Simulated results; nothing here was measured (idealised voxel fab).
The process module presented herein is designated voxel wiring stack.
The cross-section on display is named cut; it measures 210 nm wide, and its cells are 5 nm squares.
Cross-section format: a grid of square cells, given as bands from top to bottom; each band is one or more rows of cells.
Basically the band line says how high the top is and how high the bottom is, in nm, and then what's in it from left to right, every material with its width in nm. Empty space shows up as "empty", and if a single material carries "everywhere" it runs the full band edge to edge.
Below 0: as-received wafer, all one material; heights counted from there. Lowest band: no bottom, goes on down, written "0 and below".
Width spec "30..40" -> top row of cells at first value, bottom row at second value, equal per-row change in between.
Reading "all unchanged" for a step: not a cell of the cross-section changed in it.
"Unvented cavities" means: voids of 8 cells or more that are shut off from the top with no open way through. Written width x height at distance, distance from the left edge, in nm.
after a step's settings: what the simulator itself notes on the step
If you see "overlay nm" on a step's line and that step has a mask, it's telling you how far right of where it was planned the mask ended up; a negative number means it went left instead.
From here on the document is pairs. In a pair, the cross-section before one process step comes with the cross-section after it, and the latter goes no deeper than the lowest band that changed. What lies in between, the step and its settings, is written under the pair. A pair may be from a different run of this module on the same starting wafer than the pair above it, so it continues from that pair only where its entry headed "Pre-step profile" says so.
Pre-step profile
> 0 and below  Si everywhere
> Unvented cavities: none
Post-Step Cross-Section
> 15 down to 0  SiO2 everywhere
> Lower than 0, everything is as it was.
> Unvented cavities: none
Quick note on the step between the two cross-sections above: CONFORMAL_DEP, material SiO2, thk nm 15
Pre-step profile: For the state before this step, see the after cross-section of the pair located directly above.
Post-Step Cross-Section
> 20 down to 15  TiN everywhere
> Lower than 15, everything is as it was.
> Unvented cavities: none
Quick note on the step between the two cross-sections above: DIRECTIONAL_DEP, material TiN, thk nm 5
Pre-step profile: For the state before this step, see the after cross-section of the pair located directly above.
Post-Step Cross-Section
> 45 down to 20  W everywhere
> Lower than 20, everything is as it was.
> Unvented cavities: none
Quick note on the step between the two cross-sections above: DIRECTIONAL_DEP, material W, thk nm 25
Pre-step profile: For the state before this step, see the after cross-section of the pair located directly above.
Post-Step Cross-Section
> 55 down to 45  aC everywhere
> Lower than 45, everything is as it was.
> Unvented cavities: none
Quick note on the step between the two cross-sections above: DIRECTIONAL_DEP, material aC, thk nm 10
Pre-step profile: For the state before this step, see the after cross-section of the pair located directly above.
Post-Step Cross-Section
> 85 down to 55  empty: 40; resist: 30; empty: 20; resist: 30; empty: 20; resist: 30; empty: 40
> Lower than 55, everything is as it was.
> Unvented cavities: none
Quick note on the step between the two cross-sections above: PATTERN, tone cover, mask id METAL_1, material resist, width nm 30, pitch nm 50, thk nm 30, overlay nm 0
Pre-step profile: For the state before this step, see the after cross-section of the pair located directly above.
Post-Step Cross-Section
> 75 down to 55  empty: 40; resist: 30; empty: 20; resist: 30; empty: 20; resist: 30; empty: 40
> 55 down to 45  empty: 40; aC: 30; empty: 20; aC: 30; empty: 20; aC: 30; empty: 40
> Lower than 45, everything is as it was.
> Unvented cavities: none
Quick note on the step between the two cross-sections above: DIRECTIONAL_ETCH, etch materials aC, depth nm 10
Pre-step profile: For the state before this step, see the after cross-section of the pair located directly above.
Post-Step Cross-Section
> 55 down to 45  empty: 40; aC: 30; empty: 20; aC: 30; empty: 20; aC: 30; empty: 40
> Lower than 45, everything is as it was.
> Unvented cavities: none
Quick note on the step between the two cross-sections above: STRIP, etch materials resist
Pre-step profile: For the state before this step, see the after cross-section of the pair located directly above.
Post-Step Cross-Section
> 55 down to 45  empty: 40; aC: 30; empty: 20; aC: 30; empty: 20; aC: 30; empty: 40
> 45 down to 20  empty: 40; W: 30; empty: 20; W: 30; empty: 20; W: 30; empty: 40
> Lower than 20, everything is as it was.
> Unvented cavities: none
Quick note on the step between the two cross-sections above: DIRECTIONAL_ETCH, etch materials W, depth nm 25
Pre-step profile: For the state before this step, see the after cross-section of the pair located directly above.
Post-Step Cross-Section
> 55 down to 45  empty: 40; aC: 30; empty: 20; aC: 30; empty: 20; aC: 30; empty: 40
> 45 down to 20  empty: 40; W: 30; empty: 20; W: 30; empty: 20; W: 30; empty: 40
> 20 down to 15  empty: 40; TiN: 30; empty: 20; TiN: 30; empty: 20; TiN: 30; empty: 40
> Lower than 15, everything is as it was.
> Unvented cavities: none
Quick note on the step between the two cross-sections above: DIRECTIONAL_ETCH, etch materials TiN, depth nm 5
Pre-step profile: For the state before this step, see the after cross-section of the pair located directly above.
Post-Step Cross-Section
> 45 down to 20  empty: 40; W: 30; empty: 20; W: 30; empty: 20; W: 30; empty: 40
> Lower than 20, everything is as it was.
> Unvented cavities: none
Quick note on the step between the two cross-sections above: STRIP, etch materials aC
Pre-step profile: For the state before this step, see the after cross-section of the pair located directly above.
Post-Step Cross-Section
> 50 down to 45  empty: 35; SiCN: 40; empty: 10; SiCN: 40; empty: 10; SiCN: 40; empty: 35
> 45 down to 20  empty: 35; SiCN: 5; W: 30; SiCN: 5; empty: 10; SiCN: 5; W: 30; SiCN: 5; empty: 10; SiCN: 5; W: 30; SiCN: 5; empty: 35
> 20 down to 15  SiCN: 40; TiN: 30; SiCN: 20; TiN: 30; SiCN: 20; TiN: 30; SiCN: 40
> Lower than 15, everything is as it was.
> Unvented cavities: none
Quick note on the step between the two cross-sections above: CONFORMAL_DEP, material SiCN, thk nm 5
Pre-step profile: For the state before this step, see the after cross-section of the pair located directly above.
Post-Step Cross-Section
> 60 down to 50  lowk everywhere
> 50 down to 45  lowk: 35; SiCN: 40; lowk: 10; SiCN: 40; lowk: 10; SiCN: 40; lowk: 35
> 45 down to 20  lowk: 35; SiCN: 5; W: 30; SiCN: 5; lowk: 10; SiCN: 5; W: 30; SiCN: 5; lowk: 10; SiCN: 5; W: 30; SiCN: 5; lowk: 35
> Lower than 20, everything is as it was.
> Unvented cavities: none
Quick note on the step between the two cross-sections above: FILL_DEP, material lowk, thk nm 10
Pre-step profile: For the state before this step, see the after cross-section of the pair located directly above.
Post-Step Cross-Section
> 45 down to 20  lowk: 35; SiCN: 5; W: 30; SiCN: 5; lowk: 10; SiCN: 5; W: 30; SiCN: 5; lowk: 10; SiCN: 5; W: 30; SiCN: 5; lowk: 35
> Lower than 20, everything is as it was.
> Unvented cavities: none
Quick note on the step between the two cross-sections above: CMP, height nm 45
Pre-step profile: For the state before this step, see the after cross-section of the pair located directly above.
Post-Step Cross-Section
> 50 down to 45  SiCN everywhere
> Lower than 45, everything is as it was.
> Unvented cavities: none
Quick note on the step between the two cross-sections above: CONFORMAL_DEP, material SiCN, thk nm 5
Pre-step profile: For the state before this step, see the after cross-section of the pair located directly above.
Post-Step Cross-Section
> 70 down to 50  lowk everywhere
> Lower than 50, everything is as it was.
> Unvented cavities: none
Quick note on the step between the two cross-sections above: DIRECTIONAL_DEP, material lowk, thk nm 20
Pre-step profile: For the state before this step, see the after cross-section of the pair located directly above.
Post-Step Cross-Section
> 80 down to 70  aC everywhere
> Lower than 70, everything is as it was.
> Unvented cavities: none
Quick note on the step between the two cross-sections above: DIRECTIONAL_DEP, material aC, thk nm 10
Pre-step profile: For the state before this step, see the after cross-section of the pair located directly above.
Post-Step Cross-Section
> 105 down to 80  resist: 40; empty: 15; resist: 85; empty: 15; resist: 55
> Lower than 80, everything is as it was.
> Unvented cavities: none
Quick note on the step between the two cross-sections above: PATTERN, tone open, mask id PLUG_1, material resist, width nm 15, pitch nm 100, thk nm 25, overlay nm 0
Pre-step profile: For the state before this step, see the after cross-section of the pair located directly above.
Post-Step Cross-Section
> 95 down to 80  resist: 40; empty: 15; resist: 85; empty: 15; resist: 55
> 80 down to 70  aC: 40; empty: 15; aC: 85; empty: 15; aC: 55
> Lower than 70, everything is as it was.
> Unvented cavities: none
Quick note on the step between the two cross-sections above: DIRECTIONAL_ETCH, etch materials aC, depth nm 10
Pre-step profile: For the state before this step, see the after cross-section of the pair located directly above.
Post-Step Cross-Section
> 80 down to 70  aC: 40; empty: 15; aC: 85; empty: 15; aC: 55
> Lower than 70, everything is as it was.
> Unvented cavities: none
Quick note on the step between the two cross-sections above: STRIP, etch materials resist
Pre-step profile: For the state before this step, see the after cross-section of the pair located directly above.
Post-Step Cross-Section
> 80 down to 70  aC: 40; empty: 15; aC: 85; empty: 15; aC: 55
> 70 down to 50  lowk: 40; empty: 15; lowk: 85; empty: 15; lowk: 55
> Lower than 50, everything is as it was.
> Unvented cavities: none
Quick note on the step between the two cross-sections above: DIRECTIONAL_ETCH, etch materials lowk, depth nm 20
Pre-step profile: For the state before this step, see the after cross-section of the pair located directly above.
Post-Step Cross-Section
> 80 down to 70  aC: 40; empty: 15; aC: 85; empty: 15; aC: 55
> 70 down to 50  lowk: 40; empty: 15; lowk: 85; empty: 15; lowk: 55
> 50 down to 45  SiCN: 40; empty: 15; SiCN: 85; empty: 15; SiCN: 55
> Lower than 45, everything is as it was.
> Unvented cavities: none
Quick note on the step between the two cross-sections above: DIRECTIONAL_ETCH, etch materials SiCN, depth nm 5
Pre-step profile: For the state before this step, see the after cross-section of the pair located directly above.
Post-Step Cross-Section
> 70 down to 50  lowk: 40; empty: 15; lowk: 85; empty: 15; lowk: 55
> Lower than 50, everything is as it was.
> Unvented cavities: none
Quick note on the step between the two cross-sections above: STRIP, etch materials aC
Pre-step profile: For the state before this step, see the after cross-section of the pair located directly above.
Post-Step Cross-Section
> 70 down to 55  lowk: 40; empty: 15; lowk: 85; empty: 15; lowk: 55
> 55 down to 50  lowk: 40; Ru: 15; lowk: 85; Ru: 15; lowk: 55
> 50 down to 45  SiCN: 40; Ru: 15; SiCN: 85; Ru: 15; SiCN: 55
> Lower than 45, everything is as it was.
> Unvented cavities: none
Quick note on the step between the two cross-sections above: EPI, material Ru, thk nm 10
Pre-step profile: For the state before this step, see the after cross-section of the pair located directly above.
Post-Step Cross-Section
> 70 down to 65  lowk: 40; empty: 15; lowk: 85; empty: 15; lowk: 55
> 65 down to 50  lowk: 40; Ru: 15; lowk: 85; Ru: 15; lowk: 55
> Lower than 50, everything is as it was.
> Unvented cavities: none
Quick note on the step between the two cross-sections above: EPI, material Ru, thk nm 10
Pre-step profile: For the state before this step, see the after cross-section of the pair located directly above.
Post-Step Cross-Section
> 70 down to 50  lowk: 40; Ru: 15; lowk: 85; Ru: 15; lowk: 55
> Lower than 50, everything is as it was.
> Unvented cavities: none
Quick note on the step between the two cross-sections above: EPI, material Ru, thk nm 5
Pre-step profile: For the state before this step, see the after cross-section of the pair located directly above.
Post-Step Cross-Section
> 75 down to 70  SiCN everywhere
> Lower than 70, everything is as it was.
> Unvented cavities: none
Quick note on the step between the two cross-sections above: CONFORMAL_DEP, material SiCN, thk nm 5
Pre-step profile: For the state before this step, see the after cross-section of the pair located directly above.
Post-Step Cross-Section
> 100 down to 75  SiO2 everywhere
> Lower than 75, everything is as it was.
> Unvented cavities: none
Quick note on the step between the two cross-sections above: DIRECTIONAL_DEP, material SiO2, thk nm 25
Pre-step profile: For the state before this step, see the after cross-section of the pair located directly above.
Post-Step Cross-Section
> 120 down to 100  resist: 40; empty: 30; resist: 20; empty: 30; resist: 20; empty: 30; resist: 40
> Lower than 100, everything is as it was.
> Unvented cavities: none
Quick note on the step between the two cross-sections above: PATTERN, tone open, mask id METAL_2, material resist, width nm 30, pitch nm 50, thk nm 20, overlay nm 0
Pre-step profile: For the state before this step, see the after cross-section of the pair located directly above.
Post-Step Cross-Section
> 120 down to 100  resist: 40; empty: 30; resist: 20; empty: 30; resist: 20; empty: 30; resist: 40
> 100 down to 75  SiO2: 40; empty: 30; SiO2: 20; empty: 30; SiO2: 20; empty: 30; SiO2: 40
> Lower than 75, everything is as it was.
> Unvented cavities: none
Quick note on the step between the two cross-sections above: DIRECTIONAL_ETCH, etch materials SiO2, depth nm 25
Pre-step profile: For the state before this step, see the after cross-section of the pair located directly above.
Post-Step Cross-Section
> 120 down to 100  resist: 40; empty: 30; resist: 20; empty: 30; resist: 20; empty: 30; resist: 40
> 100 down to 75  SiO2: 40; empty: 30; SiO2: 20; empty: 30; SiO2: 20; empty: 30; SiO2: 40
> 75 down to 70  SiCN: 40; empty: 30; SiCN: 20; empty: 30; SiCN: 20; empty: 30; SiCN: 40
> Lower than 70, everything is as it was.
> Unvented cavities: none
Quick note on the step between the two cross-sections above: DIRECTIONAL_ETCH, etch materials SiCN, depth nm 5
Pre-step profile: For the state before this step, see the after cross-section of the pair located directly above.
Post-Step Cross-Section
> 100 down to 75  SiO2: 40; empty: 30; SiO2: 20; empty: 30; SiO2: 20; empty: 30; SiO2: 40
> Lower than 75, everything is as it was.
> Unvented cavities: none
Quick note on the step between the two cross-sections above: STRIP, etch materials resist
Pre-step profile: For the state before this step, see the after cross-section of the pair located directly above.
Post-Step Cross-Section
> 105 down to 100  TiN: 45; empty: 20; TiN: 30; empty: 20; TiN: 30; empty: 20; TiN: 45
> 100 down to 75  SiO2: 40; TiN: 5; empty: 20; TiN: 5; SiO2: 20; TiN: 5; empty: 20; TiN: 5; SiO2: 20; TiN: 5; empty: 20; TiN: 5; SiO2: 40
> 75 down to 70  SiCN: 40; TiN: 30; SiCN: 20; TiN: 30; SiCN: 20; TiN: 30; SiCN: 40
> Lower than 70, everything is as it was.
> Unvented cavities: none
Quick note on the step between the two cross-sections above: CONFORMAL_DEP, material TiN, thk nm 5
Pre-step profile: For the state before this step, see the after cross-section of the pair located directly above.
Post-Step Cross-Section
> 115 down to 105  Ru everywhere
> 105 down to 100  TiN: 45; Ru: 20; TiN: 30; Ru: 20; TiN: 30; Ru: 20; TiN: 45
> 100 down to 75  SiO2: 40; TiN: 5; Ru: 20; TiN: 5; SiO2: 20; TiN: 5; Ru: 20; TiN: 5; SiO2: 20; TiN: 5; Ru: 20; TiN: 5; SiO2: 40
> Lower than 75, everything is as it was.
> Unvented cavities: none
Quick note on the step between the two cross-sections above: FILL_DEP, material Ru, thk nm 10
Pre-step profile: For the state before this step, see the after cross-section of the pair located directly above.
Post-Step Cross-Section
> 100 down to 75  SiO2: 40; TiN: 5; Ru: 20; TiN: 5; SiO2: 20; TiN: 5; Ru: 20; TiN: 5; SiO2: 20; TiN: 5; Ru: 20; TiN: 5; SiO2: 40
> Lower than 75, everything is as it was.
> Unvented cavities: none
Quick note on the step between the two cross-sections above: CMP, height nm 100
Pre-step profile: For the state before this step, see the after cross-section of the pair located directly above.
Post-Step Cross-Section
> 105 down to 100  SiCN everywhere
> Lower than 100, everything is as it was.
> Unvented cavities: none
Quick note on the step between the two cross-sections above: CONFORMAL_DEP, material SiCN, thk nm 5
Pre-step profile: For the state before this step, see the after cross-section of the pair located directly above.
Post-Step Cross-Section
> 135 down to 105  SiO2 everywhere
> Lower than 105, everything is as it was.
> Unvented cavities: none
Quick note on the step between the two cross-sections above: DIRECTIONAL_DEP, material SiO2, thk nm 30
Pre-step profile: For the state before this step, see the after cross-section of the pair located directly above.
Post-Step Cross-Section
> 155 down to 135  resist: 40; empty: 30; resist: 20; empty: 30; resist: 20; empty: 30; resist: 40
> Lower than 135, everything is as it was.
> Unvented cavities: none
Quick note on the step between the two cross-sections above: PATTERN, tone open, mask id METAL_3, material resist, width nm 30, pitch nm 50, thk nm 20, overlay nm 0
Pre-step profile: For the state before this step, see the after cross-section of the pair located directly above.
Post-Step Cross-Section
> 155 down to 135  resist: 40; empty: 30; resist: 20; empty: 30; resist: 20; empty: 30; resist: 40
> 135 down to 115  SiO2: 40; empty: 30; SiO2: 20; empty: 30; SiO2: 20; empty: 30; SiO2: 40
> Lower than 115, everything is as it was.
> Unvented cavities: none
Quick note on the step between the two cross-sections above: DIRECTIONAL_ETCH, etch materials SiO2, depth nm 20
Pre-step profile: For the state before this step, see the after cross-section of the pair located directly above.
Post-Step Cross-Section
> 135 down to 115  SiO2: 40; empty: 30; SiO2: 20; empty: 30; SiO2: 20; empty: 30; SiO2: 40
> Lower than 115, everything is as it was.
> Unvented cavities: none
Quick note on the step between the two cross-sections above: STRIP, etch materials resist
Pre-step profile: For the state before this step, see the after cross-section of the pair located directly above.
Post-Step Cross-Section
> 135 down to 115  SiO2: 40; empty: 30; SiO2: 20; empty: 30; SiO2: 20; empty: 30; SiO2: 40
> 115 down to 105  SiO2: 40; empty: 15; SiO2: 35; empty: 15; SiO2: 35; empty: 15; SiO2: 55
> Lower than 105, everything is as it was.
> Unvented cavities: none
Quick note on the step between the two cross-sections above: MASKED_ETCH, tone open, mask id METAL_3_HOLES, width nm 15, pitch nm 50, etch materials SiO2, depth nm 10, overlay nm 0
Pre-step profile: For the state before this step, see the after cross-section of the pair located directly above.
Post-Step Cross-Section
> 135 down to 115  SiO2: 40; empty: 30; SiO2: 20; empty: 30; SiO2: 20; empty: 30; SiO2: 40
> 115 down to 105  SiO2: 40; empty: 15; SiO2: 35; empty: 15; SiO2: 35; empty: 15; SiO2: 55
> 105 down to 100  SiCN: 40; empty: 15; SiCN: 35; empty: 15; SiCN: 35; empty: 15; SiCN: 55
> Lower than 100, everything is as it was.
> Unvented cavities: none
Quick note on the step between the two cross-sections above: MASKED_ETCH, tone open, mask id METAL_3_HOLES, width nm 15, pitch nm 50, etch materials SiCN, depth nm 5, overlay nm 0
Pre-step profile: For the state before this step, see the after cross-section of the pair located directly above.
Post-Step Cross-Section
> 140 down to 135  TiN: 45; empty: 20; TiN: 30; empty: 20; TiN: 30; empty: 20; TiN: 45
> 135 down to 120  SiO2: 40; TiN: 5; empty: 20; TiN: 5; SiO2: 20; TiN: 5; empty: 20; TiN: 5; SiO2: 20; TiN: 5; empty: 20; TiN: 5; SiO2: 40
> 120 down to 115  SiO2: 40; TiN: 5; empty: 5; TiN: 20; SiO2: 20; TiN: 5; empty: 5; TiN: 20; SiO2: 20; TiN: 5; empty: 5; TiN: 20; SiO2: 40
> 115 down to 105  SiO2: 40; TiN: 5; empty: 5; TiN: 5; SiO2: 35; TiN: 5; empty: 5; TiN: 5; SiO2: 35; TiN: 5; empty: 5; TiN: 5; SiO2: 55
> 105 down to 100  SiCN: 40; TiN: 15; SiCN: 35; TiN: 15; SiCN: 35; TiN: 15; SiCN: 55
> Lower than 100, everything is as it was.
> Unvented cavities: none
Quick note on the step between the two cross-sections above: CONFORMAL_DEP, material TiN, thk nm 5
Pre-step profile: For the state before this step, see the after cross-section of the pair located directly above.
Post-Step Cross-Section
> 145 down to 140  Cu everywhere
> 140 down to 135  TiN: 45; Cu: 20; TiN: 30; Cu: 20; TiN: 30; Cu: 20; TiN: 45
> 135 down to 120  SiO2: 40; TiN: 5; Cu: 20; TiN: 5; SiO2: 20; TiN: 5; Cu: 20; TiN: 5; SiO2: 20; TiN: 5; Cu: 20; TiN: 5; SiO2: 40
> 120 down to 115  SiO2: 40; TiN: 5; Cu: 5; TiN: 20; SiO2: 20; TiN: 5; Cu: 5; TiN: 20; SiO2: 20; TiN: 5; Cu: 5; TiN: 20; SiO2: 40
> 115 down to 105  SiO2: 40; TiN: 5; Cu: 5; TiN: 5; SiO2: 35; TiN: 5; Cu: 5; TiN: 5; SiO2: 35; TiN: 5; Cu: 5; TiN: 5; SiO2: 55
> Lower than 105, everything is as it was.
> Unvented cavities: none
Quick note on the step between the two cross-sections above: FILL_DEP, material Cu, thk nm 5
Pre-step profile: For the state before this step, see the after cross-section of the pair located directly above.
Post-Step Cross-Section
> 135 down to 120  SiO2: 40; TiN: 5; Cu: 20; TiN: 5; SiO2: 20; TiN: 5; Cu: 20; TiN: 5; SiO2: 20; TiN: 5; Cu: 20; TiN: 5; SiO2: 40
> Lower than 120, everything is as it was.
> Unvented cavities: none
Quick note on the step between the two cross-sections above: CMP, height nm 135
Pre-step profile: For the state before this step, see the after cross-section of the pair located directly above.
Post-Step Cross-Section
> 140 down to 135  SiCN everywhere
> Lower than 135, everything is as it was.
> Unvented cavities: none
Quick note on the step between the two cross-sections above: CONFORMAL_DEP, material SiCN, thk nm 5
Pre-step profile
> 70 down to 50  lowk: 40; Ru: 15; lowk: 85; Ru: 15; lowk: 55
> 50 down to 45  SiCN: 40; Ru: 15; SiCN: 85; Ru: 15; SiCN: 55
> 45 down to 20  lowk: 35; SiCN: 5; W: 30; SiCN: 5; lowk: 10; SiCN: 5; W: 30; SiCN: 5; lowk: 10; SiCN: 5; W: 30; SiCN: 5; lowk: 35
> 20 down to 15  SiCN: 40; TiN: 30; SiCN: 20; TiN: 30; SiCN: 20; TiN: 30; SiCN: 40
> 15 down to 0  SiO2 everywhere
> 0 and below  Si everywhere
> Unvented cavities: none
Post-Step Cross-Section
> 95 down to 70  SiO2 everywhere
> Lower than 70, everything is as it was.
> Unvented cavities: none
Quick note on the step between the two cross-sections above: DIRECTIONAL_DEP, material SiO2, thk nm 25
Pre-step profile: For the state before this step, see the after cross-section of the pair located directly above.
Post-Step Cross-Section
> 115 down to 95  resist: 40; empty: 30; resist: 20; empty: 30; resist: 20; empty: 30; resist: 40
> Lower than 95, everything is as it was.
> Unvented cavities: none
Quick note on the step between the two cross-sections above: PATTERN, tone open, mask id METAL_2, material resist, width nm 30, pitch nm 50, thk nm 20, overlay nm 0
Pre-step profile: For the state before this step, see the after cross-section of the pair located directly above.
Post-Step Cross-Section
> 115 down to 95  resist: 40; empty: 30; resist: 20; empty: 30; resist: 20; empty: 30; resist: 40
> 95 down to 70  SiO2: 40; empty: 30; SiO2: 20; empty: 30; SiO2: 20; empty: 30; SiO2: 40
> Lower than 70, everything is as it was.
> Unvented cavities: none
Quick note on the step between the two cross-sections above: DIRECTIONAL_ETCH, etch materials SiO2, depth nm 25
Pre-step profile: For the state before this step, see the after cross-section of the pair located directly above.
Post-Step Cross-Section
> 95 down to 70  SiO2: 40; empty: 30; SiO2: 20; empty: 30; SiO2: 20; empty: 30; SiO2: 40
> Lower than 70, everything is as it was.
> Unvented cavities: none
Quick note on the step between the two cross-sections above: STRIP, etch materials resist
Pre-step profile: For the state before this step, see the after cross-section of the pair located directly above.
Post-Step Cross-Section
> 100 down to 95  TiN: 45; empty: 20; TiN: 30; empty: 20; TiN: 30; empty: 20; TiN: 45
> 95 down to 75  SiO2: 40; TiN: 5; empty: 20; TiN: 5; SiO2: 20; TiN: 5; empty: 20; TiN: 5; SiO2: 20; TiN: 5; empty: 20; TiN: 5; SiO2: 40
> 75 down to 70  SiO2: 40; TiN: 30; SiO2: 20; TiN: 30; SiO2: 20; TiN: 30; SiO2: 40
> Lower than 70, everything is as it was.
> Unvented cavities: none
Quick note on the step between the two cross-sections above: CONFORMAL_DEP, material TiN, thk nm 5
Pre-step profile: For the state before this step, see the after cross-section of the pair located directly above.
Post-Step Cross-Section
> 110 down to 100  Ru everywhere
> 100 down to 95  TiN: 45; Ru: 20; TiN: 30; Ru: 20; TiN: 30; Ru: 20; TiN: 45
> 95 down to 75  SiO2: 40; TiN: 5; Ru: 20; TiN: 5; SiO2: 20; TiN: 5; Ru: 20; TiN: 5; SiO2: 20; TiN: 5; Ru: 20; TiN: 5; SiO2: 40
> Lower than 75, everything is as it was.
> Unvented cavities: none
Quick note on the step between the two cross-sections above: FILL_DEP, material Ru, thk nm 10
Pre-step profile: For the state before this step, see the after cross-section of the pair located directly above.
Post-Step Cross-Section
> 100 down to 95  TiN: 45; Ru: 20; TiN: 30; Ru: 20; TiN: 30; Ru: 20; TiN: 45
> Lower than 95, everything is as it was.
> Unvented cavities: none
Quick note on the step between the two cross-sections above: CMP, height nm 100
Pre-step profile: For the state before this step, see the after cross-section of the pair located directly above.
Post-Step Cross-Section
> 105 down to 100  SiCN everywhere
> Lower than 100, everything is as it was.
> Unvented cavities: none
Quick note on the step between the two cross-sections above: CONFORMAL_DEP, material SiCN, thk nm 5
Pre-step profile: For the state before this step, see the after cross-section of the pair located directly above.
Post-Step Cross-Section
> 135 down to 105  SiO2 everywhere
> Lower than 105, everything is as it was.
> Unvented cavities: none
Quick note on the step between the two cross-sections above: DIRECTIONAL_DEP, material SiO2, thk nm 30
Pre-step profile: For the state before this step, see the after cross-section of the pair located directly above.
Post-Step Cross-Section
> 155 down to 135  resist: 40; empty: 30; resist: 20; empty: 30; resist: 20; empty: 30; resist: 40
> Lower than 135, everything is as it was.
> Unvented cavities: none
Quick note on the step between the two cross-sections above: PATTERN, tone open, mask id METAL_3, material resist, width nm 30, pitch nm 50, thk nm 20, overlay nm 0
Pre-step profile: For the state before this step, see the after cross-section of the pair located directly above.
Post-Step Cross-Section
> 155 down to 135  resist: 40; empty: 30; resist: 20; empty: 30; resist: 20; empty: 30; resist: 40
> 135 down to 115  SiO2: 40; empty: 30; SiO2: 20; empty: 30; SiO2: 20; empty: 30; SiO2: 40
> Lower than 115, everything is as it was.
> Unvented cavities: none
Quick note on the step between the two cross-sections above: DIRECTIONAL_ETCH, etch materials SiO2, depth nm 20
Pre-step profile: For the state before this step, see the after cross-section of the pair located directly above.
Post-Step Cross-Section
> 135 down to 115  SiO2: 40; empty: 30; SiO2: 20; empty: 30; SiO2: 20; empty: 30; SiO2: 40
> Lower than 115, everything is as it was.
> Unvented cavities: none
Quick note on the step between the two cross-sections above: STRIP, etch materials resist
Pre-step profile: For the state before this step, see the after cross-section of the pair located directly above.
Post-Step Cross-Section
> 135 down to 115  SiO2: 40; empty: 30; SiO2: 20; empty: 30; SiO2: 20; empty: 30; SiO2: 40
> 115 down to 105  SiO2: 40; empty: 15; SiO2: 35; empty: 15; SiO2: 35; empty: 15; SiO2: 55
> Lower than 105, everything is as it was.
> Unvented cavities: none
Quick note on the step between the two cross-sections above: MASKED_ETCH, tone open, mask id METAL_3_HOLES, width nm 15, pitch nm 50, etch materials SiO2, depth nm 10, overlay nm 0
Pre-step profile: For the state before this step, see the after cross-section of the pair located directly above.
Post-Step Cross-Section
> 135 down to 115  SiO2: 40; empty: 30; SiO2: 20; empty: 30; SiO2: 20; empty: 30; SiO2: 40
> 115 down to 105  SiO2: 40; empty: 15; SiO2: 35; empty: 15; SiO2: 35; empty: 15; SiO2: 55
> 105 down to 100  SiCN: 40; empty: 15; SiCN: 35; empty: 15; SiCN: 35; empty: 15; SiCN: 55
> Lower than 100, everything is as it was.
> Unvented cavities: none
Quick note on the step between the two cross-sections above: MASKED_ETCH, tone open, mask id METAL_3_HOLES, width nm 15, pitch nm 50, etch materials SiCN, depth nm 5, overlay nm 0
Pre-step profile: For the state before this step, see the after cross-section of the pair located directly above.
Post-Step Cross-Section
> 140 down to 135  TiN: 45; empty: 20; TiN: 30; empty: 20; TiN: 30; empty: 20; TiN: 45
> 135 down to 120  SiO2: 40; TiN: 5; empty: 20; TiN: 5; SiO2: 20; TiN: 5; empty: 20; TiN: 5; SiO2: 20; TiN: 5; empty: 20; TiN: 5; SiO2: 40
> 120 down to 115  SiO2: 40; TiN: 5; empty: 5; TiN: 20; SiO2: 20; TiN: 5; empty: 5; TiN: 20; SiO2: 20; TiN: 5; empty: 5; TiN: 20; SiO2: 40
> 115 down to 105  SiO2: 40; TiN: 5; empty: 5; TiN: 5; SiO2: 35; TiN: 5; empty: 5; TiN: 5; SiO2: 35; TiN: 5; empty: 5; TiN: 5; SiO2: 55
> 105 down to 100  SiCN: 40; TiN: 15; SiCN: 35; TiN: 15; SiCN: 35; TiN: 15; SiCN: 55
> Lower than 100, everything is as it was.
> Unvented cavities: none
Quick note on the step between the two cross-sections above: CONFORMAL_DEP, material TiN, thk nm 5
Pre-step profile: For the state before this step, see the after cross-section of the pair located directly above.
Post-Step Cross-Section
> 145 down to 140  Cu everywhere
> 140 down to 135  TiN: 45; Cu: 20; TiN: 30; Cu: 20; TiN: 30; Cu: 20; TiN: 45
> 135 down to 120  SiO2: 40; TiN: 5; Cu: 20; TiN: 5; SiO2: 20; TiN: 5; Cu: 20; TiN: 5; SiO2: 20; TiN: 5; Cu: 20; TiN: 5; SiO2: 40
> 120 down to 115  SiO2: 40; TiN: 5; Cu: 5; TiN: 20; SiO2: 20; TiN: 5; Cu: 5; TiN: 20; SiO2: 20; TiN: 5; Cu: 5; TiN: 20; SiO2: 40
> 115 down to 105  SiO2: 40; TiN: 5; Cu: 5; TiN: 5; SiO2: 35; TiN: 5; Cu: 5; TiN: 5; SiO2: 35; TiN: 5; Cu: 5; TiN: 5; SiO2: 55
> Lower than 105, everything is as it was.
> Unvented cavities: none
Quick note on the step between the two cross-sections above: FILL_DEP, material Cu, thk nm 5
Pre-step profile: For the state before this step, see the after cross-section of the pair located directly above.
Post-Step Cross-Section
> 135 down to 120  SiO2: 40; TiN: 5; Cu: 20; TiN: 5; SiO2: 20; TiN: 5; Cu: 20; TiN: 5; SiO2: 20; TiN: 5; Cu: 20; TiN: 5; SiO2: 40
> Lower than 120, everything is as it was.
> Unvented cavities: none
Quick note on the step between the two cross-sections above: CMP, height nm 135
Pre-step profile: For the state before this step, see the after cross-section of the pair located directly above.
Post-Step Cross-Section
> 140 down to 135  SiCN everywhere
> Lower than 135, everything is as it was.
> Unvented cavities: none
Quick note on the step between the two cross-sections above: CONFORMAL_DEP, material SiCN, thk nm 5
Pre-step profile
> 70 down to 65  lowk: 40; empty: 15; lowk: 85; empty: 15; lowk: 55
> 65 down to 50  lowk: 40; Ru: 15; lowk: 85; Ru: 15; lowk: 55
> 50 down to 45  SiCN: 40; Ru: 15; SiCN: 85; Ru: 15; SiCN: 55
> 45 down to 20  lowk: 35; SiCN: 5; W: 30; SiCN: 5; lowk: 10; SiCN: 5; W: 30; SiCN: 5; lowk: 10; SiCN: 5; W: 30; SiCN: 5; lowk: 35
> 20 down to 15  SiCN: 40; TiN: 30; SiCN: 20; TiN: 30; SiCN: 20; TiN: 30; SiCN: 40
> 15 down to 0  SiO2 everywhere
> 0 and below  Si everywhere
> Unvented cavities: none
Post-Step Cross-Section
> 75 down to 70  empty: 35; Ru: 25; empty: 75; Ru: 25; empty: 50
> 70 down to 50  lowk: 40; Ru: 15; lowk: 85; Ru: 15; lowk: 55
> Lower than 50, everything is as it was.
> Unvented cavities: none
Quick note on the step between the two cross-sections above: EPI, material Ru, thk nm 10
Pre-step profile: For the state before this step, see the after cross-section of the pair located directly above.
Post-Step Cross-Section
> 80 down to 70  empty: 30; Ru: 35; empty: 65; Ru: 35; empty: 45
> Lower than 70, everything is as it was.
> Unvented cavities: none
Quick note on the step between the two cross-sections above: EPI, material Ru, thk nm 5
